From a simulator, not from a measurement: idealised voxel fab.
Title: Process Module voxel quadruple lines
The width of the displayed cross-section, cut, is 150 nm; its cells are square, with a size of 5 nm.
For the purposes of this document, a cross-section shall be understood as a grid of square cells, specified as bands listed in top-to-bottom order, each band consisting of one or more rows of cells.
A band entry consists of two parts. The first gives the height of the band's top and the height of its bottom, in nm. The rest lists the band's materials from left to right, each with its width in nm. A single material labelled with the word "throughout" fills the band from edge to edge, and the word "empty" marks empty space.
Height reference: 0 = level under which incoming wafer is all one material. Lowest band: no bottom, runs on downward, e.g. "from 0 down".
So if you see something like "30->40" for the width, read it as the top row of the band sitting at the first number and the bottom row at the second, with every row in between moving by the same amount as the last.
"no alteration" -> step changed no cross-section cell.
"Closed void inventory" contains a list of empty spaces, each no smaller than 8 cells and without an open way to the top, written in the form width x height at distance with the distance from the left edge and all three in nm.
Formally, on a step line, whatever follows the settings is a remark that the simulator itself makes on the step.
overlay nm, on a step with a mask: how far to the right of its planned place the mask lay; to the left if negative
The planned process steps are enumerated hereunder:
1 op RECEIVE | material Si
2 op CONFORMAL_DEP | material Al2O3 | thk nm 10
3 op DIRECTIONAL_DEP | material W | thk nm 10
4 op DIRECTIONAL_DEP | material polySi | thk nm 20
5 op DIRECTIONAL_DEP | material aC | thk nm 20
6 op PATTERN | tone cover | mask id MANDREL | material resist | width nm 20 | thk nm 30 | overlay nm 0
7 op DIRECTIONAL_ETCH | etch materials aC | depth nm 20
8 op STRIP | etch materials resist
9 op CONFORMAL_DEP | material SiO2 | thk nm 10
10 op DIRECTIONAL_ETCH | etch materials SiO2 | depth nm 10
11 op STRIP | etch materials aC
12 op DIRECTIONAL_ETCH | etch materials polySi | depth nm 20
13 op STRIP | etch materials SiO2
14 op CONFORMAL_DEP | material SiCN | thk nm 10
15 op DIRECTIONAL_ETCH | etch materials SiCN | depth nm 10
16 op STRIP | etch materials polySi
17 op DIRECTIONAL_ETCH | etch materials W | depth nm 10
18 op STRIP | etch materials SiCN
Across this set of wafers, the varied parameter is the width nm of step 6. Starting conditions are identical for every wafer, and the plan reports the value assigned to the first wafer.
Cross-section of the first of several wafers on receipt, reflecting completion of step 1:
  from 0 down | Si throughout
  Closed void inventory: none
Quick key for the table: a row per wafer, taken at the end of the module. For each material it tells you how many cells the wafer gained (+) or lost (-) since it came in, and the closed voids come after:
width nm 20; +60 Al2O3; +16 W; Closed void inventory: none
width nm 25; +60 Al2O3; +16 W; Closed void inventory: none
width nm 30; +60 Al2O3; +16 W; Closed void inventory: none
width nm 35; +60 Al2O3; +16 W; Closed void inventory: none
width nm 40; +60 Al2O3; +16 W; Closed void inventory: none
width nm 45; +60 Al2O3; +16 W; Closed void inventory: none
